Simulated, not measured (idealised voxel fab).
Herein follows the process module entitled voxel quadruple lines.
cross-section cut | 280 nm wide | cells 5 nm
How to read a cross-section here: the picture is a grid of square cells, written as bands going from the top down, and any band can span one or more rows of cells.
Heights first: top, then bottom, in nm. Then materials, left to right, each with a width in nm. "edge to edge" on a single material: fills the band edge to edge. "air": empty space.
For the purposes of this specification, 0 denotes the height below which the wafer in its as-received condition is composed wholly of one material, and the lowermost band, lacking a lower limit, extends downward without end, as expressed in "0 and below".
It should be noted that a width expressed as "30..40" varies in equal increments from row to row of cells within the band, taking the value of the first number at the top row and that of the second number at the bottom row.
Step marked "same as before"? Then no cell in the cross-section changed in it.
"Unvented internal voids" enumerates empty spaces isolated from the top, with no open way to it, that contain at least 8 cells, giving each as width x height at distance from the left edge, all three in nm.
On each step's line, the part that comes after the settings is the simulator's own comment on the step.
What "overlay nm" on a step's line means: if the step has a mask, that mask lay this far to the right of its planned place, or, when the value is negative, to the left.
## Steps planned for the process
step 1: RECEIVE,material Si
step 2: CONFORMAL_DEP,material SiO2,thk nm 5
step 3: DIRECTIONAL_DEP,material W,thk nm 15
step 4: DIRECTIONAL_DEP,material polySi,thk nm 20
step 5: DIRECTIONAL_DEP,material aC,thk nm 20
step 6: PATTERN,tone cover,mask id MANDREL,material resist,width nm 25,thk nm 30,overlay nm 0
step 7: DIRECTIONAL_ETCH,etch materials aC,depth nm 20
step 8: STRIP,etch materials resist
step 9: CONFORMAL_DEP,material SiO2,thk nm 15
step 10: DIRECTIONAL_ETCH,etch materials SiO2,depth nm 15
step 11: STRIP,etch materials aC
step 12: DIRECTIONAL_ETCH,etch materials polySi,depth nm 20
step 13: STRIP,etch materials SiO2
step 14: CONFORMAL_DEP,material SiCN,thk nm 5
step 15: DIRECTIONAL_ETCH,etch materials SiCN,depth nm 5
step 16: STRIP,etch materials polySi
step 17: DIRECTIONAL_ETCH,etch materials W,depth nm 15
step 18: STRIP,etch materials SiCN
## As-received wafer cross-section (after step 1)
0 and below = Si edge to edge
Unvented internal voids: none
## Look at the cross-section after the module: the wafer started out the way shown above and the plan was the one shown above, yet one mistake was made along the way
20 down to 5 = 115 air, then 5 W, then 5 air, then 5 W, then 15 air, then 5 W, then 5 air, then 5 W, then 120 air
5 down to 0 = SiO2 edge to edge
0 and below = Si edge to edge
Unvented internal voids: none
Here's what went sideways: step 9 deviated from plan and actually ran as CONFORMAL_DEP,material SiO2,thk nm 5
